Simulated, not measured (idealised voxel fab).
Process module, titled voxel self aligned vias
The cross-section on display is named cut; it measures 145 nm wide, and its cells are 5 nm squares.
Cross-sections here: square-cell grids, written as top-down lists of bands, a band being one or more rows of cells.
Band: top height; bottom height; in nm. Then, left to right: material with width in nm, for each material. "throughout": a single material spanning edge to edge. "blank": empty space.
The reference from which all heights are counted is 0, the level beneath which the as-received wafer is entirely one material; the lowest band, having no lower bound, proceeds downward and is written after the example "0 -> down".
The expression "30..40" gives the width at the extremes of the band, the first number at its top row of cells and the second at its bottom row, with the width changing by equal amounts from each row to the next in between.
Where a step carries "same as before", the cross-section came out of it unchanged, cell for cell.
Each empty space that has no open way to the top and spans at least 8 cells appears under "Unvented cavities" as width x height at distance, the distance counted from the left edge, all in nm.
Heads up: the bit after the settings on a step's line is the simulator's remark on that step.
"overlay nm", when on a step's line for a step with a mask, measures how far to the right of its planned place the mask lay; a negative measure means to the left.
Planned process steps:
step 1: RECEIVE (material Si)
step 2: CONFORMAL_DEP (material SiO2; thk nm 10)
step 3: CONFORMAL_DEP (material SiCN; thk nm 5)
step 4: DIRECTIONAL_DEP (material SiO2; thk nm 30)
step 5: DIRECTIONAL_DEP (material aC; thk nm 10)
step 6: PATTERN (tone open; mask id LINES; material resist; width nm 30; pitch nm 65; thk nm 25; overlay nm 0)
step 7: DIRECTIONAL_ETCH (etch materials aC; depth nm 10)
step 8: STRIP (etch materials resist)
step 9: DIRECTIONAL_ETCH (etch materials SiO2; depth nm 30)
step 10: STRIP (etch materials aC)
step 11: CONFORMAL_DEP (material TiN; thk nm 5)
step 12: FILL_DEP (material W; thk nm 5)
step 13: CMP (height nm 45)
step 14: SELECTIVE_ETCH (etch materials W Ru TiN; depth nm 10)
step 15: FILL_DEP (material SiN; thk nm 10)
step 16: CMP (height nm 45)
step 17: DIRECTIONAL_DEP (material SiO2; thk nm 20)
step 18: MASKED_ETCH (tone open; mask id VIAS; width nm 50; etch materials SiO2; depth nm 20; overlay nm 0)
step 19: MASKED_ETCH (tone open; mask id VIAS; width nm 50; etch materials SiN; depth nm 10; overlay nm 0)
step 20: CONFORMAL_DEP (material TiN; thk nm 5)
step 21: FILL_DEP (material Cu; thk nm 10)
step 22: CMP (height nm 65)
step 23: CONFORMAL_DEP (material SiCN; thk nm 5)
Cross-section of the wafer as it came to us, i.e., already through step 1:
- 0 -> down | Si throughout
- Unvented cavities: none
What the wafer looks like in cross-section after this module, when it starts as shown above and follows the plan above but one mistake is made in running it:
- 70 -> 65 | SiCN throughout
- 65 -> 45 | SiO2=15, then TiN=5, then Cu=40, then TiN=5, then SiO2=80
- 45 -> 40 | SiN=15, then TiN=15, then Cu=20, then TiN=15, then SiN=80
- 40 -> 35 | SiO2=25, then TiN=30, then SiO2=35, then SiN=30, then SiO2=25
- 35 -> 15 | SiO2=25, then TiN=5, then W=20, then TiN=5, then SiO2=35, then TiN=5, then W=20, then TiN=5, then SiO2=25
- 15 -> 10 | SiO2=25, then TiN=30, then SiO2=35, then TiN=30, then SiO2=25
- 10 -> 5 | SiCN throughout
- 5 -> 0 | SiO2 throughout
- 0 -> down | Si throughout
- Unvented cavities: none
Deviation from plan: step 2 deviated from plan and actually ran as CONFORMAL_DEP (material SiO2; thk nm 5)
